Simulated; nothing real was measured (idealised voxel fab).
process module | voxel transistor to metal
cross-section cut | 145 nm wide | cells 5 nm
A cross-section is a grid of square cells, given in bands from the top down. A band is one or more rows of cells.
Each band's line starts with the height of the band's top and of its bottom, in nm. Then come its materials from left to right, each with its width in nm. One material with "throughout" fills the band from edge to edge. "air" is empty space.
Height 0 is the level under which the wafer as received is all one material. The lowest band goes on downwards, as in "0 down".
A width such as "30 to 40" changes by the same amount from each row of cells to the next, from the band's top row to its bottom row.
"no change" after a step means that no cell of the cross-section changed.
closed voids: empty space of 8 cells or more with no open way to the top, each as width x height at its distance from the left edge, in nm
after a step's settings: what the simulator itself notes on the step
overlay nm, on a step with a mask: how far to the right of its planned place the mask lay; to the left if negative
plan
1 op RECEIVE | material Si
2 op OXIDIZE | depth nm 5
3 op CONFORMAL_DEP | material SiN | thk nm 10
4 op DIRECTIONAL_DEP | material aC | thk nm 10
5 op PATTERN | tone cover | mask id ACTIVE | material resist | width nm 105 | thk nm 30 | overlay nm 0
6 op DIRECTIONAL_ETCH | etch materials aC | depth nm 10
7 op STRIP | etch materials resist
8 op DIRECTIONAL_ETCH | etch materials SiN | depth nm 10
9 op DIRECTIONAL_ETCH | etch materials SiO2 | depth nm 5
10 op DIRECTIONAL_ETCH | etch materials Si | depth nm 25
11 op STRIP | etch materials aC
12 op FILL_DEP | material SiO2 | thk nm 5
13 op CMP | height nm 10
14 op SELECTIVE_ETCH | etch materials SiO2 | depth nm 10
15 op STRIP | etch materials SiN
16 op SELECTIVE_ETCH | etch materials SiO2 | depth nm 5
17 op OXIDIZE | depth nm 5
18 op DIRECTIONAL_DEP | material polySi | thk nm 30
19 op DIRECTIONAL_DEP | material SiCN | thk nm 10
20 op DIRECTIONAL_DEP | material aC | thk nm 15
21 op PATTERN | tone cover | mask id GATE | material resist | width nm 35 | thk nm 30 | overlay nm 0
22 op DIRECTIONAL_ETCH | etch materials aC | depth nm 15
23 op STRIP | etch materials resist
24 op DIRECTIONAL_ETCH | etch materials SiCN | depth nm 20
25 op DIRECTIONAL_ETCH | etch materials polySi | depth nm 40
26 op STRIP | etch materials aC
27 op CONFORMAL_DEP | material SiN | thk nm 5
28 op DIRECTIONAL_ETCH | etch materials SiN | depth nm 5
29 op DIRECTIONAL_ETCH | etch materials SiO2 | depth nm 5
30 op DIRECTIONAL_ETCH | etch materials Si | depth nm 5
31 op EPI | material SiGe | thk nm 5
32 op FILL_DEP | material SiO2 | thk nm 10
33 op CMP | height nm 25
34 op STRIP | etch materials polySi
35 op SELECTIVE_ETCH | etch materials SiO2 | depth nm 5
36 op CONFORMAL_DEP | material HfO2 | thk nm 5
37 op CONFORMAL_DEP | material TiN | thk nm 5
38 op FILL_DEP | material W | thk nm 5
39 op CMP | height nm 20
40 op DIRECTIONAL_DEP | material SiO2 | thk nm 15
41 op DIRECTIONAL_DEP | material aC | thk nm 10
42 op PATTERN | tone open | mask id CONTACT | material resist | width nm 15 | pitch nm 80 | thk nm 30 | overlay nm 0
43 op DIRECTIONAL_ETCH | etch materials aC | depth nm 10
44 op STRIP | etch materials resist
45 op DIRECTIONAL_ETCH | etch materials SiO2 | depth nm 45
46 op STRIP | etch materials aC
47 op CONFORMAL_DEP | material TiN | thk nm 5
48 op FILL_DEP | material Ru | thk nm 5
49 op CMP | height nm 35
50 op CONFORMAL_DEP | material SiCN | thk nm 5
51 op DIRECTIONAL_DEP | material SiO2 | thk nm 25
52 op MASKED_ETCH | tone open | mask id METAL_1 | width nm 15 | pitch nm 80 | etch materials SiO2 | depth nm 25 | overlay nm 0
53 op MASKED_ETCH | tone open | mask id METAL_1 | width nm 15 | pitch nm 80 | etch materials SiCN | depth nm 5 | overlay nm 0
54 op CONFORMAL_DEP | material TiN | thk nm 5
55 op FILL_DEP | material Ru | thk nm 5
56 op CMP | height nm 65
57 op EPI | material Ru | thk nm 5
58 op FILL_DEP | material SiCN | thk nm 5
first wafer, as planned
as received, after step 1
  0 down: Si throughout
  closed voids: none
after step 2
  0 to -5: SiO2 throughout
  below -5: unchanged
after step 3
  10 to 0: SiN throughout
  below 0: unchanged
after step 4
  20 to 10: aC throughout
  below 10: unchanged
after step 5
  50 to 20: air 20 | resist 105 | air 20
  below 20: unchanged
after step 6
  40 to 20: air 20 | resist 105 | air 20
  20 to 10: air 20 | aC 105 | air 20
  below 10: unchanged
after step 7
  20 to 10: air 20 | aC 105 | air 20
  below 10: unchanged
after step 8
  20 to 10: air 20 | aC 105 | air 20
  10 to 0: air 20 | SiN 105 | air 20
  below 0: unchanged
after step 9
  20 to 10: air 20 | aC 105 | air 20
  10 to 0: air 20 | SiN 105 | air 20
  0 to -5: air 20 | SiO2 105 | air 20
  below -5: unchanged
after step 10
  20 to 10: air 20 | aC 105 | air 20
  10 to 0: air 20 | SiN 105 | air 20
  0 to -5: air 20 | SiO2 105 | air 20
  -5 to -30: air 20 | Si 105 | air 20
  below -30: unchanged
after step 11
  10 to 0: air 20 | SiN 105 | air 20
  below 0: unchanged
after step 12
  15 to 10: SiO2 throughout
  10 to 0: SiO2 20 | SiN 105 | SiO2 20
  0 to -5: SiO2 throughout
  -5 to -30: SiO2 20 | Si 105 | SiO2 20
  below -30: unchanged
after step 13
  10 to 0: SiO2 20 | SiN 105 | SiO2 20
  below 0: unchanged
after step 14
  10 to 0: air 20 | SiN 105 | air 20
  below 0: unchanged
after step 15
  0 to -5: SiO2 throughout
  below -5: unchanged
after step 16
  -5 to -30: SiO2 20 | Si 105 | SiO2 20
  below -30: unchanged
after step 17
  -5 to -10: SiO2 throughout
  below -10: unchanged
after step 18
  25 to -5: polySi throughout
  below -5: unchanged
after step 19
  35 to 25: SiCN throughout
  below 25: unchanged
after step 20
  50 to 35: aC throughout
  below 35: unchanged
after step 21
  80 to 50: air 55 | resist 35 | air 55
  below 50: unchanged
after step 22
  65 to 50: air 55 | resist 35 | air 55
  50 to 35: air 55 | aC 35 | air 55
  below 35: unchanged
after step 23
  50 to 35: air 55 | aC 35 | air 55
  below 35: unchanged
after step 24
  50 to 35: air 55 | aC 35 | air 55
  35 to 25: air 55 | SiCN 35 | air 55
  below 25: unchanged
after step 25
  50 to 35: air 55 | aC 35 | air 55
  35 to 25: air 55 | SiCN 35 | air 55
  25 to -5: air 55 | polySi 35 | air 55
  below -5: unchanged
after step 26
  35 to 25: air 55 | SiCN 35 | air 55
  below 25: unchanged
after step 27
  40 to 35: air 50 | SiN 45 | air 50
  35 to 25: air 50 | SiN 5 | SiCN 35 | SiN 5 | air 50
  25 to 0: air 50 | SiN 5 | polySi 35 | SiN 5 | air 50
  0 to -5: SiN 55 | polySi 35 | SiN 55
  below -5: unchanged
after step 28
  35 to 25: air 50 | SiN 5 | SiCN 35 | SiN 5 | air 50
  25 to -5: air 50 | SiN 5 | polySi 35 | SiN 5 | air 50
  below -5: unchanged
after step 29
  35 to 25: air 50 | SiN 5 | SiCN 35 | SiN 5 | air 50
  25 to -5: air 50 | SiN 5 | polySi 35 | SiN 5 | air 50
  -5 to -10: air 50 | SiO2 45 | air 50
  below -10: unchanged
after step 30
  35 to 25: air 50 | SiN 5 | SiCN 35 | SiN 5 | air 50
  25 to -5: air 50 | SiN 5 | polySi 35 | SiN 5 | air 50
  -5 to -10: air 50 | SiO2 45 | air 50
  -10 to -15: SiO2 20 | air 30 | Si 45 | air 30 | SiO2 20
  below -15: unchanged
after step 31
  35 to 25: air 50 | SiN 5 | SiCN 35 | SiN 5 | air 50
  25 to -5: air 50 | SiN 5 | polySi 35 | SiN 5 | air 50
  -5 to -10: air 45 | SiGe 5 | SiO2 45 | SiGe 5 | air 45
  -10 to -15: SiO2 20 | SiGe 30 | Si 45 | SiGe 30 | SiO2 20
  below -15: unchanged
after step 32
  45 to 35: SiO2 throughout
  35 to 25: SiO2 50 | SiN 5 | SiCN 35 | SiN 5 | SiO2 50
  25 to -5: SiO2 50 | SiN 5 | polySi 35 | SiN 5 | SiO2 50
  -5 to -10: SiO2 45 | SiGe 5 | SiO2 45 | SiGe 5 | SiO2 45
  below -10: unchanged
after step 33
  25 to -5: SiO2 50 | SiN 5 | polySi 35 | SiN 5 | SiO2 50
  below -5: unchanged
after step 34
  25 to -5: SiO2 50 | SiN 5 | air 35 | SiN 5 | SiO2 50
  below -5: unchanged
after step 35
  25 to 20: air 50 | SiN 5 | air 35 | SiN 5 | air 50
  20 to -5: SiO2 50 | SiN 5 | air 35 | SiN 5 | SiO2 50
  -5 to -10: SiO2 45 | SiGe 5 | air 45 | SiGe 5 | SiO2 45
  below -10: unchanged
after step 36
  30 to 25: air 45 | HfO2 15 | air 25 | HfO2 15 | air 45
  25 to 20: HfO2 50 | SiN 5 | HfO2 5 | air 25 | HfO2 5 | SiN 5 | HfO2 50
  20 to -5: SiO2 50 | SiN 5 | HfO2 5 | air 25 | HfO2 5 | SiN 5 | SiO2 50
  -5 to -10: SiO2 45 | SiGe 5 | HfO2 45 | SiGe 5 | SiO2 45
  below -10: unchanged
after step 37
  35 to 30: air 40 | TiN 25 | air 15 | TiN 25 | air 40
  30 to 25: TiN 45 | HfO2 15 | TiN 5 | air 15 | TiN 5 | HfO2 15 | TiN 45
  25 to 20: HfO2 50 | SiN 5 | HfO2 5 | TiN 5 | air 15 | TiN 5 | HfO2 5 | SiN 5 | HfO2 50
  20 to 0: SiO2 50 | SiN 5 | HfO2 5 | TiN 5 | air 15 | TiN 5 | HfO2 5 | SiN 5 | SiO2 50
  0 to -5: SiO2 50 | SiN 5 | HfO2 5 | TiN 25 | HfO2 5 | SiN 5 | SiO2 50
  below -5: unchanged
after step 38
  40 to 35: W throughout
  35 to 30: W 40 | TiN 25 | W 15 | TiN 25 | W 40
  30 to 25: TiN 45 | HfO2 15 | TiN 5 | W 15 | TiN 5 | HfO2 15 | TiN 45
  25 to 20: HfO2 50 | SiN 5 | HfO2 5 | TiN 5 | W 15 | TiN 5 | HfO2 5 | SiN 5 | HfO2 50
  20 to 0: SiO2 50 | SiN 5 | HfO2 5 | TiN 5 | W 15 | TiN 5 | HfO2 5 | SiN 5 | SiO2 50
  below 0: unchanged
after step 39
  20 to 0: SiO2 50 | SiN 5 | HfO2 5 | TiN 5 | W 15 | TiN 5 | HfO2 5 | SiN 5 | SiO2 50
  below 0: unchanged
after step 40
  35 to 20: SiO2 throughout
  below 20: unchanged
after step 41
  45 to 35: aC throughout
  below 35: unchanged
after step 42
  75 to 45: resist 25 | air 15 | resist 65 | air 15 | resist 25
  below 45: unchanged
after step 43
  65 to 45: resist 25 | air 15 | resist 65 | air 15 | resist 25
  45 to 35: aC 25 | air 15 | aC 65 | air 15 | aC 25
  below 35: unchanged
after step 44
  45 to 35: aC 25 | air 15 | aC 65 | air 15 | aC 25
  below 35: unchanged
after step 45
  45 to 35: aC 25 | air 15 | aC 65 | air 15 | aC 25
  35 to 20: SiO2 25 | air 15 | SiO2 65 | air 15 | SiO2 25
  20 to 0: SiO2 25 | air 15 | SiO2 10 | SiN 5 | HfO2 5 | TiN 5 | W 15 | TiN 5 | HfO2 5 | SiN 5 | SiO2 10 | air 15 | SiO2 25
  0 to -5: SiO2 25 | air 15 | SiO2 10 | SiN 5 | HfO2 5 | TiN 25 | HfO2 5 | SiN 5 | SiO2 10 | air 15 | SiO2 25
  -5 to -10: SiO2 25 | air 15 | SiO2 5 | SiGe 5 | HfO2 45 | SiGe 5 | SiO2 5 | air 15 | SiO2 25
  below -10: unchanged
after step 46
  35 to 20: SiO2 25 | air 15 | SiO2 65 | air 15 | SiO2 25
  below 20: unchanged
after step 47
  40 to 35: TiN 30 | air 5 | TiN 75 | air 5 | TiN 30
  35 to 20: SiO2 25 | TiN 5 | air 5 | TiN 5 | SiO2 65 | TiN 5 | air 5 | TiN 5 | SiO2 25
  20 to 0: SiO2 25 | TiN 5 | air 5 | TiN 5 | SiO2 10 | SiN 5 | HfO2 5 | TiN 5 | W 15 | TiN 5 | HfO2 5 | SiN 5 | SiO2 10 | TiN 5 | air 5 | TiN 5 | SiO2 25
  0 to -5: SiO2 25 | TiN 5 | air 5 | TiN 5 | SiO2 10 | SiN 5 | HfO2 5 | TiN 25 | HfO2 5 | SiN 5 | SiO2 10 | TiN 5 | air 5 | TiN 5 | SiO2 25
  -5 to -10: SiO2 25 | TiN 15 | SiO2 5 | SiGe 5 | HfO2 45 | SiGe 5 | SiO2 5 | TiN 15 | SiO2 25
  below -10: unchanged
after step 48
  45 to 40: Ru throughout
  40 to 35: TiN 30 | Ru 5 | TiN 75 | Ru 5 | TiN 30
  35 to 20: SiO2 25 | TiN 5 | Ru 5 | TiN 5 | SiO2 65 | TiN 5 | Ru 5 | TiN 5 | SiO2 25
  20 to 0: SiO2 25 | TiN 5 | Ru 5 | TiN 5 | SiO2 10 | SiN 5 | HfO2 5 | TiN 5 | W 15 | TiN 5 | HfO2 5 | SiN 5 | SiO2 10 | TiN 5 | Ru 5 | TiN 5 | SiO2 25
  0 to -5: SiO2 25 | TiN 5 | Ru 5 | TiN 5 | SiO2 10 | SiN 5 | HfO2 5 | TiN 25 | HfO2 5 | SiN 5 | SiO2 10 | TiN 5 | Ru 5 | TiN 5 | SiO2 25
  below -5: unchanged
after step 49
  35 to 20: SiO2 25 | TiN 5 | Ru 5 | TiN 5 | SiO2 65 | TiN 5 | Ru 5 | TiN 5 | SiO2 25
  below 20: unchanged
after step 50
  40 to 35: SiCN throughout
  below 35: unchanged
after step 51
  65 to 40: SiO2 throughout
  below 40: unchanged
after step 52
  65 to 40: SiO2 25 | air 15 | SiO2 65 | air 15 | SiO2 25
  below 40: unchanged
after step 53
  65 to 40: SiO2 25 | air 15 | SiO2 65 | air 15 | SiO2 25
  40 to 35: SiCN 25 | air 15 | SiCN 65 | air 15 | SiCN 25
  below 35: unchanged
after step 54
  70 to 65: TiN 30 | air 5 | TiN 75 | air 5 | TiN 30
  65 to 40: SiO2 25 | TiN 5 | air 5 | TiN 5 | SiO2 65 | TiN 5 | air 5 | TiN 5 | SiO2 25
  40 to 35: SiCN 25 | TiN 15 | SiCN 65 | TiN 15 | SiCN 25
  below 35: unchanged
after step 55
  75 to 70: Ru throughout
  70 to 65: TiN 30 | Ru 5 | TiN 75 | Ru 5 | TiN 30
  65 to 40: SiO2 25 | TiN 5 | Ru 5 | TiN 5 | SiO2 65 | TiN 5 | Ru 5 | TiN 5 | SiO2 25
  below 40: unchanged
after step 56
  65 to 40: SiO2 25 | TiN 5 | Ru 5 | TiN 5 | SiO2 65 | TiN 5 | Ru 5 | TiN 5 | SiO2 25
  below 40: unchanged
after step 57
  70 to 65: air 20 | Ru 25 | air 55 | Ru 25 | air 20
  below 65: unchanged
after step 58
  75 to 70: SiCN throughout
  70 to 65: SiCN 20 | Ru 25 | SiCN 55 | Ru 25 | SiCN 20
  below 65: unchanged
second wafer: like start, like plan, one mistake. Through step 39 it matches the first wafer
when step 40 should have ended
  50 to 20: SiO2 throughout
  below 20: unchanged
when step 41 should have ended
  60 to 50: aC throughout
  below 50: unchanged
when step 42 should have ended
  90 to 60: resist 25 | air 15 | resist 65 | air 15 | resist 25
  below 60: unchanged
when step 43 should have ended
  80 to 60: resist 25 | air 15 | resist 65 | air 15 | resist 25
  60 to 50: aC 25 | air 15 | aC 65 | air 15 | aC 25
  below 50: unchanged
when step 44 should have ended
  60 to 50: aC 25 | air 15 | aC 65 | air 15 | aC 25
  below 50: unchanged
when step 45 should have ended
  60 to 50: aC 25 | air 15 | aC 65 | air 15 | aC 25
  50 to 20: SiO2 25 | air 15 | SiO2 65 | air 15 | SiO2 25
  20 to 5: SiO2 25 | air 15 | SiO2 10 | SiN 5 | HfO2 5 | TiN 5 | W 15 | TiN 5 | HfO2 5 | SiN 5 | SiO2 10 | air 15 | SiO2 25
  below 5: unchanged
when step 46 should have ended
  50 to 20: SiO2 25 | air 15 | SiO2 65 | air 15 | SiO2 25
  below 20: unchanged
when step 47 should have ended
  55 to 50: TiN 30 | air 5 | TiN 75 | air 5 | TiN 30
  50 to 20: SiO2 25 | TiN 5 | air 5 | TiN 5 | SiO2 65 | TiN 5 | air 5 | TiN 5 | SiO2 25
  20 to 10: SiO2 25 | TiN 5 | air 5 | TiN 5 | SiO2 10 | SiN 5 | HfO2 5 | TiN 5 | W 15 | TiN 5 | HfO2 5 | SiN 5 | SiO2 10 | TiN 5 | air 5 | TiN 5 | SiO2 25
  10 to 5: SiO2 25 | TiN 15 | SiO2 10 | SiN 5 | HfO2 5 | TiN 5 | W 15 | TiN 5 | HfO2 5 | SiN 5 | SiO2 10 | TiN 15 | SiO2 25
  below 5: unchanged
when step 48 should have ended
  60 to 55: Ru throughout
  55 to 50: TiN 30 | Ru 5 | TiN 75 | Ru 5 | TiN 30
  50 to 20: SiO2 25 | TiN 5 | Ru 5 | TiN 5 | SiO2 65 | TiN 5 | Ru 5 | TiN 5 | SiO2 25
  20 to 10: SiO2 25 | TiN 5 | Ru 5 | TiN 5 | SiO2 10 | SiN 5 | HfO2 5 | TiN 5 | W 15 | TiN 5 | HfO2 5 | SiN 5 | SiO2 10 | TiN 5 | Ru 5 | TiN 5 | SiO2 25
  below 10: unchanged
when step 49 should have ended
  35 to 20: SiO2 25 | TiN 5 | Ru 5 | TiN 5 | SiO2 65 | TiN 5 | Ru 5 | TiN 5 | SiO2 25
  below 20: unchanged
when step 50 should have ended
  40 to 35: SiCN throughout
  below 35: unchanged
when step 51 should have ended
  65 to 40: SiO2 throughout
  below 40: unchanged
when step 52 should have ended
  65 to 40: SiO2 25 | air 15 | SiO2 65 | air 15 | SiO2 25
  below 40: unchanged
when step 53 should have ended
  65 to 40: SiO2 25 | air 15 | SiO2 65 | air 15 | SiO2 25
  40 to 35: SiCN 25 | air 15 | SiCN 65 | air 15 | SiCN 25
  below 35: unchanged
when step 54 should have ended
  70 to 65: TiN 30 | air 5 | TiN 75 | air 5 | TiN 30
  65 to 40: SiO2 25 | TiN 5 | air 5 | TiN 5 | SiO2 65 | TiN 5 | air 5 | TiN 5 | SiO2 25
  40 to 35: SiCN 25 | TiN 15 | SiCN 65 | TiN 15 | SiCN 25
  below 35: unchanged
when step 55 should have ended
  75 to 70: Ru throughout
  70 to 65: TiN 30 | Ru 5 | TiN 75 | Ru 5 | TiN 30
  65 to 40: SiO2 25 | TiN 5 | Ru 5 | TiN 5 | SiO2 65 | TiN 5 | Ru 5 | TiN 5 | SiO2 25
  below 40: unchanged
when step 56 should have ended
  65 to 40: SiO2 25 | TiN 5 | Ru 5 | TiN 5 | SiO2 65 | TiN 5 | Ru 5 | TiN 5 | SiO2 25
  below 40: unchanged
when step 57 should have ended
  70 to 65: air 20 | Ru 25 | air 55 | Ru 25 | air 20
  below 65: unchanged
when step 58 should have ended
  75 to 70: SiCN throughout
  70 to 65: SiCN 20 | Ru 25 | SiCN 55 | Ru 25 | SiCN 20
  below 65: unchanged
what went wrong: step 40 was run twice
at the end the second wafer has, in cells: 6 fewer of Ru | 18 more of SiO2 | 12 fewer of TiN
